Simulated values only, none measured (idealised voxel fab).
The name of this process module is voxel self aligned vias.
195 nm wide, 5 nm square cells: that's cross-section cut.
Think of the cross-section as a grid of square cells. We describe it in bands, top to bottom, and each band covers one or more rows of those cells.
Heads up on the band format: heights come first, top then bottom, in nm. After that it's the materials left to right, each with its width in nm. A single material flagged "all across" fills the whole band edge to edge, and "empty" means there's empty space there.
Measure heights from 0. That's the level where, below it, the as-received wafer is all one material. The lowest band is bottomless and extends downward; write it as in "0 nm and below".
The width entry "30 to 40" should be interpreted row by row: the top row of cells in the band takes the first number, the bottom row takes the second number, and the change between adjacent rows is uniform throughout.
No cell of the cross-section changed in a step that is given as "no alterations made".
Entry "Closed voids list". Content: empty spaces with no open connection to the top, size 8 cells or greater. Each: width x height at distance. Distance: from left edge. Unit: nm.
The remark found on a step's line after its settings is issued by the simulator itself and pertains to that step.
"overlay nm" denotes, for a step that has a mask, the displacement of the mask to the right of its planned place, with negative values corresponding to the left.
### Process steps - plan
1,RECEIVE (material Si)
2,CONFORMAL_DEP (material SiO2; thk nm 10)
3,CONFORMAL_DEP (material SiCN; thk nm 5)
4,DIRECTIONAL_DEP (material lowk; thk nm 25)
5,PATTERN (tone open; mask id LINES; material resist; width nm 25; pitch nm 65; thk nm 15; overlay nm 0)
6,DIRECTIONAL_ETCH (etch materials lowk; depth nm 25)
7,STRIP (etch materials resist)
8,CONFORMAL_DEP (material TiN; thk nm 5)
9,FILL_DEP (material W; thk nm 5)
10,CMP (height nm 40)
11,SELECTIVE_ETCH (etch materials W Ru TiN; depth nm 5)
12,FILL_DEP (material SiN; thk nm 5)
13,CMP (height nm 40)
14,DIRECTIONAL_DEP (material lowk; thk nm 20)
15,PATTERN (tone open; mask id VIAS; material resist; width nm 35; pitch nm 65; thk nm 15; overlay nm 0)
16,DIRECTIONAL_ETCH (etch materials lowk; depth nm 20)
17,DIRECTIONAL_ETCH (etch materials SiN; depth nm 5)
18,STRIP (etch materials resist)
19,CONFORMAL_DEP (material TiN; thk nm 5)
20,FILL_DEP (material Ru; thk nm 10)
21,CMP (height nm 60)
22,CONFORMAL_DEP (material SiCN; thk nm 5)
### Delivered wafer in cross-section: state after step 1
    0 nm and below: Si all across
    Closed voids list: none
### The plan above was carried out on the starting structure above with one mistake, and this cross-section shows the wafer at the end of the module
    65 nm to 60 nm: SiCN all across
    60 nm to 45 nm: lowk: 45 / TiN: 5 / Ru: 25 / TiN: 5 / lowk: 30 / TiN: 5 / Ru: 25 / TiN: 5 / lowk: 50
    45 nm to 40 nm: lowk: 45 / TiN: 5 / Ru: 10 / TiN: 20 / lowk: 30 / TiN: 5 / Ru: 10 / TiN: 20 / lowk: 50
    40 nm to 35 nm: lowk: 40 / SiN: 5 / TiN: 20 / lowk: 40 / SiN: 5 / TiN: 20 / lowk: 65
    35 nm to 20 nm: lowk: 40 / TiN: 5 / W: 15 / TiN: 5 / lowk: 40 / TiN: 5 / W: 15 / TiN: 5 / lowk: 65
    20 nm to 15 nm: lowk: 40 / TiN: 25 / lowk: 40 / TiN: 25 / lowk: 65
    15 nm to 10 nm: SiCN all across
    10 nm to 0 nm: SiO2 all across
    0 nm and below: Si all across
    Closed voids list: none
Plan not followed: rather than as planned, step 5 actually ran as PATTERN (tone open; mask id LINES; material resist; width nm 25; pitch nm 65; thk nm 15; overlay nm -10)
